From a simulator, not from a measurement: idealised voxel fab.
voxel capacitor over wiring: a process module
Square cells of 5 nm make up the cross-section cut, whose width is 290 nm.
A cross-section in this document is a grid of square cells, and it is written down as bands, the top band listed before the ones below it; a band is made up of one or more rows of cells.
For a band, the entry starts with two heights in nm, that of the top and then that of the bottom, and carries on with the band's materials in order from left to right, each alongside its width in nm; the word "everywhere" beside a single material means it fills the band edge to edge, and "empty" means empty space.
Heights from 0 (as-received wafer is one material below). Bottom band endless downward, as "top 0, no bottom".
So if you see something like "30->40" for the width, read it as the top row of the band sitting at the first number and the bottom row at the second, with every row in between moving by the same amount as the last.
For the purposes of this document, the phrase "remains unaltered" attached to a step denotes that no cell within the cross-section was modified by that step.
"Sealed-off cavities" enumerates empty spaces isolated from the top, with no open way to it, that contain at least 8 cells, giving each as width x height at distance from the left edge, all three in nm.
On each step's line, the part that comes after the settings is the simulator's own comment on the step.
"overlay nm", when on a step's line for a step with a mask, measures how far to the right of its planned place the mask lay; a negative measure means to the left.
### Planned process steps
1,RECEIVE, material Si
2,CONFORMAL_DEP, material SiO2, thk nm 10
3,DIRECTIONAL_DEP, material TiN, thk nm 5
4,DIRECTIONAL_DEP, material W, thk nm 25
5,MASKED_ETCH, tone cover, mask id METAL_1, width nm 20, pitch nm 90, etch materials W, depth nm 25, overlay nm 0
6,MASKED_ETCH, tone cover, mask id METAL_1, width nm 20, pitch nm 90, etch materials TiN, depth nm 5, overlay nm 0
7,FILL_DEP, material SiO2, thk nm 10
8,CMP, height nm 40
9,CONFORMAL_DEP, material SiCN, thk nm 5
10,DIRECTIONAL_DEP, material SiO2, thk nm 20
11,MASKED_ETCH, tone open, mask id PLUG_1, width nm 15, etch materials SiO2, depth nm 20, overlay nm 0
12,MASKED_ETCH, tone open, mask id PLUG_1, width nm 15, etch materials SiCN, depth nm 5, overlay nm 0
13,EPI, material Ru, thk nm 10
14,EPI, material Ru, thk nm 10
15,EPI, material Ru, thk nm 5
16,DIRECTIONAL_DEP, material TiN, thk nm 10
17,DIRECTIONAL_DEP, material HfO2, thk nm 5
18,DIRECTIONAL_DEP, material TiN, thk nm 5
19,MASKED_ETCH, tone cover, mask id UPPER_PLATE, width nm 75, etch materials TiN, depth nm 5, overlay nm 0
20,MASKED_ETCH, tone cover, mask id UPPER_PLATE, width nm 75, etch materials HfO2, depth nm 5, overlay nm 0
21,DIRECTIONAL_DEP, material aC, thk nm 15
22,PATTERN, tone cover, mask id LOWER_PLATE, material resist, width nm 85, thk nm 30, overlay nm 0
23,DIRECTIONAL_ETCH, etch materials aC, depth nm 15
24,STRIP, etch materials resist
25,DIRECTIONAL_ETCH, etch materials TiN, depth nm 10
26,STRIP, etch materials aC
27,FILL_DEP, material SiO2, thk nm 15
28,CMP, height nm 95
29,DIRECTIONAL_DEP, material aC, thk nm 15
30,PATTERN, tone open, mask id PLUG_2, material resist, width nm 15, thk nm 30, overlay nm 0
31,DIRECTIONAL_ETCH, etch materials aC, depth nm 15
32,STRIP, etch materials resist
33,DIRECTIONAL_ETCH, etch materials SiO2, depth nm 10
34,STRIP, etch materials aC
35,CONFORMAL_DEP, material TiN, thk nm 5
36,FILL_DEP, material W, thk nm 5
37,CMP, height nm 95
38,CONFORMAL_DEP, material SiCN, thk nm 5
Heads up: all these wafers start the same, and what changes between them is the thk nm in step 3. The value you see in the plan is just what the first wafer got.
### Received wafers, first of several: cross-section after step 1
- top 0, no bottom = Si everywhere
- Sealed-off cavities: none
### Once step 38, the last step, is complete, the module is at its end; this is the cross-section of the first of several wafers
- top 100, bottom 95 = SiCN everywhere
- top 95, bottom 90 = SiO2 (105) | TiN (5) | W (5) | TiN (5) | SiO2 (170)
- top 90, bottom 80 = SiO2 (105->95) | TiN (15->75) | SiO2 (170->120)
- top 80, bottom 75 = SiO2 (95) | HfO2 (75) | SiO2 (120)
- top 75, bottom 65 = SiO2 (90) | TiN (85) | SiO2 (115)
- top 65, bottom 45 = SiO2 (95) | Ru (15) | SiO2 (180)
- top 45, bottom 40 = SiCN (95) | Ru (15) | SiCN (180)
- top 40, bottom 15 = SiO2 (90) | W (20) | SiO2 (70) | W (20) | SiO2 (90)
- top 15, bottom 10 = SiO2 (90) | TiN (20) | SiO2 (70) | TiN (20) | SiO2 (90)
- top 10, bottom 0 = SiO2 everywhere
- top 0, no bottom = Si everywhere
- Sealed-off cavities: none
### Cross-sectional depiction of the last of several wafers upon completion of the module
- top 100, bottom 95 = SiCN everywhere
- top 95, bottom 90 = SiO2 (105) | TiN (5) | W (5) | TiN (5) | SiO2 (170)
- top 90, bottom 80 = SiO2 (105->95) | TiN (15->75) | SiO2 (170->120)
- top 80, bottom 75 = SiO2 (95) | HfO2 (75) | SiO2 (120)
- top 75, bottom 65 = SiO2 (90) | TiN (85) | SiO2 (115)
- top 65, bottom 45 = SiO2 (95) | Ru (15) | SiO2 (180)
- top 45, bottom 40 = SiCN (95) | Ru (15) | SiCN (180)
- top 40, bottom 30 = SiO2 (90) | W (20) | SiO2 (70) | W (20) | SiO2 (90)
- top 30, bottom 25 = SiO2 (90) | TiN (20) | SiO2 (70) | TiN (20) | SiO2 (90)
- top 25, bottom 10 = TiN everywhere
- top 10, bottom 0 = SiO2 everywhere
- top 0, no bottom = Si everywhere
- Sealed-off cavities: none
### What follows is a table in which each wafer occupies a row; for the wafer as it stands at the close of the module, the row states, material by material, how many cells have been gained (+) or lost (-) since receipt, and then gives its closed voids
thk nm 5, +15 HfO2, +15 Ru, +113 SiCN, +914 SiO2, +62 TiN, +41 W, Sealed-off cavities: none
thk nm 10, +15 HfO2, +15 Ru, +113 SiCN, +864 SiO2, +120 TiN, +33 W, Sealed-off cavities: none
thk nm 15, +15 HfO2, +15 Ru, +113 SiCN, +814 SiO2, +178 TiN, +25 W, Sealed-off cavities: none
thk nm 20, +15 HfO2, +15 Ru, +113 SiCN, +764 SiO2, +236 TiN, +17 W, Sealed-off cavities: none
